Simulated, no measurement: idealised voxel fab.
The process module presented herein is designated voxel released beams.
Displayed cross-section: cut, width of 250 nm, square cells sized 5 nm.
The cross-sections in this document take the form of a grid made of square cells. They are written out as bands, in order from top to bottom. Each band consists of one or more rows of cells.
Read a band's entry like this: the first values are the height of its top and the height of its bottom in nm, and what follows is the sequence of materials from left to right, each with its width in nm. Note that "air" is empty space, and that a single material marked "all across" reaches across the band from edge to edge.
Note: height 0 marks the level under which the wafer is uniformly one material as received. Lowest band unbounded below, written "0 nm and below".
Graded width ("30 to 40"): value in top row of band = first number; value in bottom row = second number; row-to-row change constant.
It should be understood that the words "no modification", when stated for a given step, signify that the cross-section underwent no change in any of its cells during that step.
This entry, "Enclosed cavities", enumerates those empty regions of no fewer than 8 cells that possess no open connection to the top. Each region is reported in the form width x height at distance, the distance being taken from the left edge, with all three quantities expressed in nm.
What comes after the settings on a step's line is commentary from the simulator itself on that step.
overlay nm: for a step with a mask, the amount by which the mask lay right of where it was planned; a negative amount means left of it.

**Steps in the process plan**
| 1 | RECEIVE with material Si |
| 2 | CONFORMAL_DEP with material SiN, thk nm 5 |
| 3 | DIRECTIONAL_DEP with material SiO2, thk nm 20 |
| 4 | PATTERN with tone open, mask id ANCHOR, material resist, width nm 45, thk nm 15, overlay nm 0 |
| 5 | DIRECTIONAL_ETCH with etch materials SiO2, depth nm 20 |
| 6 | STRIP with etch materials resist |
| 7 | CONFORMAL_DEP with material TiN, thk nm 15 |
| 8 | MASKED_ETCH with tone cover, mask id BEAM, width nm 130, etch materials TiN, depth nm 15, overlay nm 0 |
| 9 | STRIP with etch materials SiO2 |

**As received (post step 1): cross-section**
  0 nm and below | Si all across
  Enclosed cavities: none

**Cross-sectional view of the first of the two wafers upon completion of the module, processed in accordance with the plan**
  40 nm to 25 nm | air=55  TiN=20  air=15  TiN=95  air=65
  25 nm to 20 nm | air=60  TiN=15  air=15  TiN=15  air=145
  20 nm to 5 nm | air=60  TiN=45  air=145
  5 nm to 0 nm | SiN all across
  0 nm and below | Si all across
  Enclosed cavities: none

**Cross-section of the latter of the two wafers at module completion. It had an identical start and an identical plan to the former; in running it, one mistake was made**
  15 nm to 0 nm | air=55  TiN=130  air=65
  0 nm and below | Si all across
  Enclosed cavities: none
Diagnosis: step 6 was not run as planned; what actually ran was STRIP with etch materials SiN
Wafer comparison, final, in cells, second relative to first, materials more or fewer: 50 fewer of SiN | 24 fewer of TiN
